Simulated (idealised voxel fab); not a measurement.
process module | voxel capacitor over wiring
We display cut, a cross-section 175 nm in width whose square cells are each 5 nm.
Format of a cross-section: grid, square cells. Given as bands. Order: top down. Band: one or more rows of cells.
Heights first: top, then bottom, in nm. Then materials, left to right, each with a width in nm. "all across" on a single material: fills the band edge to edge. "blank": empty space.
Measure heights from 0. That's the level where, below it, the as-received wafer is all one material. The lowest band is bottomless and extends downward; write it as in "0..down".
A two-number width, for instance "30..40", indicates that the width is equal to the first number in the top row of the band and to the second number in the bottom row, and that it changes by a constant amount per row of cells.
Step note "stayed the same" = no cross-section cell changed.
Listed in "Trapped cavities": every empty space of 8 or more cells without an open way to the top. Form: width x height at distance, the distance being from the left edge, all in nm.
Anything after a step's settings on that line? It's the simulator's own note about the step.
Steps that use a mask can have "overlay nm" on their line. It says how far the mask sat to the right of where it was meant to be. Negative means to the left.
# The process steps that were planned are listed below
1: RECEIVE (material Si)
2: CONFORMAL_DEP (material SiO2; thk nm 10)
3: CONFORMAL_DEP (material SiN; thk nm 5)
4: DIRECTIONAL_DEP (material lowk; thk nm 25)
5: MASKED_ETCH (tone open; mask id METAL_1; width nm 20; pitch nm 75; etch materials lowk; depth nm 25; overlay nm 0)
6: MASKED_ETCH (tone open; mask id METAL_1; width nm 20; pitch nm 75; etch materials SiN; depth nm 5; overlay nm 0)
7: CONFORMAL_DEP (material TiN; thk nm 5)
8: FILL_DEP (material Cu; thk nm 10)
9: CMP (height nm 40)
10: EPI (material Ru; thk nm 5)
11: FILL_DEP (material SiCN; thk nm 5)
12: DIRECTIONAL_DEP (material lowk; thk nm 20)
13: PATTERN (tone open; mask id PLUG_1; material resist; width nm 15; thk nm 15; overlay nm 0)
14: DIRECTIONAL_ETCH (etch materials lowk; depth nm 20)
15: DIRECTIONAL_ETCH (etch materials SiCN; depth nm 5)
16: STRIP (etch materials resist)
17: CONFORMAL_DEP (material TiN; thk nm 5)
18: FILL_DEP (material Cu; thk nm 10)
19: CMP (height nm 70)
20: DIRECTIONAL_DEP (material TiN; thk nm 10)
21: DIRECTIONAL_DEP (material SiN; thk nm 5)
22: DIRECTIONAL_DEP (material TiN; thk nm 10)
23: DIRECTIONAL_DEP (material aC; thk nm 15)
24: PATTERN (tone cover; mask id UPPER_PLATE; material resist; width nm 60; thk nm 35; overlay nm 0)
25: DIRECTIONAL_ETCH (etch materials aC; depth nm 15)
26: STRIP (etch materials resist)
27: DIRECTIONAL_ETCH (etch materials TiN; depth nm 10)
28: DIRECTIONAL_ETCH (etch materials SiN; depth nm 5)
29: STRIP (etch materials aC)
30: DIRECTIONAL_DEP (material aC; thk nm 15)
31: PATTERN (tone cover; mask id LOWER_PLATE; material resist; width nm 70; thk nm 30; overlay nm 0)
32: DIRECTIONAL_ETCH (etch materials aC; depth nm 15)
33: STRIP (etch materials resist)
34: DIRECTIONAL_ETCH (etch materials TiN; depth nm 10)
35: STRIP (etch materials aC)
36: FILL_DEP (material SiO2; thk nm 15)
37: CMP (height nm 105)
38: MASKED_ETCH (tone open; mask id PLUG_2; width nm 15; etch materials SiO2; depth nm 10; overlay nm 0)
39: CONFORMAL_DEP (material TiN; thk nm 5)
40: FILL_DEP (material Ru; thk nm 5)
41: CMP (height nm 105)
42: CONFORMAL_DEP (material SiCN; thk nm 5)
# Incoming wafer, cross-sectional view, post step 1
* 0..down = Si all across
* Trapped cavities: none
# a wafer at the end: this start, this plan, one mistake
* 110..105 = SiCN all across
* 105..100 = SiO2 45 nm, then TiN 60 nm, then SiO2 70 nm
* 100..95 = SiO2 45 nm, then SiN 60 nm, then SiO2 70 nm
* 95..85 = SiO2 40 nm, then TiN 70 nm, then SiO2 65 nm
* 85..75 = Cu all across
* 75..70 = TiN 50 nm, then Cu 5 nm, then TiN 120 nm
* 70..50 = lowk 45 nm, then TiN 5 nm, then Cu 5 nm, then TiN 5 nm, then lowk 115 nm
* 50..45 = SiCN 45 nm, then TiN 15 nm, then SiCN 115 nm
* 45..40 = SiCN 35 nm, then Ru 30 nm, then SiCN 45 nm, then Ru 30 nm, then SiCN 35 nm
* 40..15 = lowk 40 nm, then TiN 5 nm, then Cu 10 nm, then TiN 5 nm, then lowk 55 nm, then TiN 5 nm, then Cu 10 nm, then TiN 5 nm, then lowk 40 nm
* 15..10 = SiN 40 nm, then TiN 20 nm, then SiN 55 nm, then TiN 20 nm, then SiN 40 nm
* 10..0 = SiO2 all across
* 0..down = Si all across
* Trapped cavities: none
Here's what went sideways: the plan's step 19 was left out and never carried out
